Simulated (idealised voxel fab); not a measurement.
Presented below is a process module, voxel tone inversion.
The cross-section on display is named cut; it measures 265 nm wide, and its cells are 5 nm squares.
Cross-section format: a grid of square cells, given as bands from top to bottom; each band is one or more rows of cells.
What a band's entry tells you: where the top is and where the bottom is, as heights in nm, and after that what lies inside, material by material from left to right, each with its width in nm. Empty space is written as the word "blank", and a single material marked with the word "everywhere" occupies the band from edge to edge.
Heights from 0 (as-received wafer is one material below). Bottom band endless downward, as "0 nm and below".
Width "30..40": first value at the band's top row of cells, second value at its bottom row, equal change from row to row.
Take "nothing different" at face value: in the step it is given for, the cross-section changed in none of its cells.
Empty spaces counting at least 8 cells and having no open way to the top are listed in "Closed cavities". The notation width x height at distance is used for each, the distance being from the left edge and all three values in nm.
Read whatever lies past the settings on a step's line as the simulator's own remark about the step.
You can add "overlay nm" to a step's line. For a step with a mask, it describes how far the mask lay to the right of its planned position, and a negative number describes a lay to the left.
The planned process steps are enumerated hereunder
- 1: op RECEIVE | material Si
- 2: op CONFORMAL_DEP | material SiCN | thk nm 5
- 3: op DIRECTIONAL_DEP | material aC | thk nm 20
- 4: op PATTERN | tone cover | mask id POSTS | material resist | width nm 15 | pitch nm 35 | thk nm 25 | overlay nm 0
- 5: op DIRECTIONAL_ETCH | etch materials aC | depth nm 20
- 6: op STRIP | etch materials resist
- 7: op FILL_DEP | material SiO2 | thk nm 5
- 8: op CMP | height nm 25
- 9: op STRIP | etch materials aC
So, the first of our two wafers, run just as we planned it
Cross-section of the wafer upon arrival, representing the state reached after step 1
0 nm and below = Si everywhere
Closed cavities: none
Take a look at the wafer's cross-section after step 2
5 nm to 0 nm = SiCN everywhere
Heights below 0 show no change.
Take a look at the wafer's cross-section after step 3
25 nm to 5 nm = aC everywhere
Heights below 5 show no change.
Take a look at the wafer's cross-section after step 4
50 nm to 25 nm = blank 105 nm, resist 15 nm, blank 20 nm, resist 15 nm, blank 110 nm
Heights below 25 show no change.
Take a look at the wafer's cross-section after step 5
30 nm to 25 nm = blank 105 nm, resist 15 nm, blank 20 nm, resist 15 nm, blank 110 nm
25 nm to 5 nm = blank 105 nm, aC 15 nm, blank 20 nm, aC 15 nm, blank 110 nm
Heights below 5 show no change.
Take a look at the wafer's cross-section after step 6
25 nm to 5 nm = blank 105 nm, aC 15 nm, blank 20 nm, aC 15 nm, blank 110 nm
Heights below 5 show no change.
Take a look at the wafer's cross-section after step 7
30 nm to 25 nm = SiO2 everywhere
25 nm to 5 nm = SiO2 105 nm, aC 15 nm, SiO2 20 nm, aC 15 nm, SiO2 110 nm
Heights below 5 show no change.
Take a look at the wafer's cross-section after step 8
25 nm to 5 nm = SiO2 105 nm, aC 15 nm, SiO2 20 nm, aC 15 nm, SiO2 110 nm
Heights below 5 show no change.
Take a look at the wafer's cross-section after step 9
25 nm to 5 nm = SiO2 105 nm, blank 15 nm, SiO2 20 nm, blank 15 nm, SiO2 110 nm
Heights below 5 show no change.
Wafer two of the pair: same origin, same plan, one error during the run; identical to wafer one up to and including step 7
Second wafer profile in section, at the moment step 8 of the plan was meant to be complete
25 nm to 5 nm = SiO2 105 nm, aC 15 nm, SiO2 20 nm, aC 15 nm, SiO2 110 nm
Heights below 5 show no change.
Second wafer profile in section, at the moment step 9 of the plan was meant to be complete
25 nm to 5 nm = SiO2 105 nm, blank 15 nm, SiO2 20 nm, blank 15 nm, SiO2 110 nm
Heights below 5 show no change.
Nonconformance to the process plan: twice over, step 8 of the plan was run
It should be noted that the final cross-sections of the two wafers coincide, and the mistake therefore has no effect on the output of this model.
